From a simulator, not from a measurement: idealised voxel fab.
The document below concerns the process module designated voxel self aligned contacts.
The figure presents cross-section cut, which has a width of 270 nm and is divided into square cells with an edge length of 5 nm.
Notation: cross-section as square-cell grid; stated in bands, top first, going down; one or more cell rows per band. Heights first: top, then bottom, in nm. Then materials, left to right, each with a width in nm. "all across" on a single material: fills the band edge to edge. "empty": empty space. Height is counted from the level 0, under which the received wafer is composed throughout of one material. The lowest of the bands is not closed at the bottom but continues downward, in the notation "top 0, no bottom". Width spec "30->40" -> top row of cells at first value, bottom row at second value, equal per-row change in between. For the purposes of this document, the phrase "nothing changed" attached to a step denotes that no cell within the cross-section was modified by that step. What "Voids lacking openings" gives you is every empty space of 8 cells or more that is cut off from the top. Each appears as width x height at distance, with the distance taken from the left edge and width, height and distance all in nm. Whatever follows a step's settings on its line is a remark the simulator itself makes about that step. The setting "overlay nm" may be written on the line of a step. When the step uses a mask, the value reports how far to the right of the planned place the mask lay, and a negative value reports that it lay to the left.
**Process steps foreseen in the plan**
| 1 | RECEIVE: material Si |
| 2 | OXIDIZE: depth nm 5 |
| 3 | DIRECTIONAL_DEP: material polySi, thk nm 20 |
| 4 | DIRECTIONAL_DEP: material SiN, thk nm 20 |
| 5 | MASKED_ETCH: tone cover, mask id GATE, width nm 25, pitch nm 60, etch materials SiN, depth nm 20, overlay nm 0 |
| 6 | MASKED_ETCH: tone cover, mask id GATE, width nm 25, pitch nm 60, etch materials polySi, depth nm 20, overlay nm 0 |
| 7 | CONFORMAL_DEP: material SiN, thk nm 5 |
| 8 | DIRECTIONAL_ETCH: etch materials SiN, depth nm 5 |
| 9 | FILL_DEP: material SiO2, thk nm 10 |
| 10 | CMP: height nm 45 |
| 11 | PATTERN: tone open, mask id CONTACT, material resist, width nm 45, thk nm 15, overlay nm 0 |
| 12 | DIRECTIONAL_ETCH: etch materials SiO2, depth nm 50 |
| 13 | STRIP: etch materials resist |
| 14 | CONFORMAL_DEP: material TiN, thk nm 5 |
| 15 | FILL_DEP: material W, thk nm 5 |
| 16 | CMP: height nm 45 |
| 17 | CONFORMAL_DEP: material SiCN, thk nm 5 |
**As received (post step 1): cross-section**
* top 0, no bottom  Si all across
* Voids lacking openings: none
**As-planned run: cross-section of the first of two wafers at end of module**
* top 50, bottom 45  SiCN all across
* top 45, bottom 40  SiO2=110, TiN=15, W=15, TiN=15, SiO2=115
* top 40, bottom 20  SiO2=85, SiN=35, TiN=5, W=15, TiN=5, SiN=35, SiO2=90
* top 20, bottom 0  SiO2=85, SiN=5, polySi=25, SiN=5, TiN=5, W=15, TiN=5, SiN=5, polySi=25, SiN=5, SiO2=90
* top 0, bottom -5  SiO2=120, TiN=25, SiO2=125
* top -5, no bottom  Si all across
* Voids lacking openings: none
**So this is wafer number two of the two, cut at the end of the module - it started where the first did and had the same plan, we just got one thing wrong running it**
* top 50, bottom 45  SiCN all across
* top 45, bottom 40  SiO2=85, SiN=35, TiN=25, SiN=35, SiO2=90
* top 40, bottom 20  SiN all across
* top 20, bottom 0  polySi all across
* top 0, bottom -5  SiO2 all across
* top -5, no bottom  Si all across
* Voids lacking openings: none
The mistake made against the process plan was this: step 4, plan: ran twice
In the final state, the cell counts of the second wafer exceed or fall short of those of the first for the following materials: 158 more of SiN, 285 fewer of SiO2, 22 fewer of TiN, 27 fewer of W, 176 more of polySi
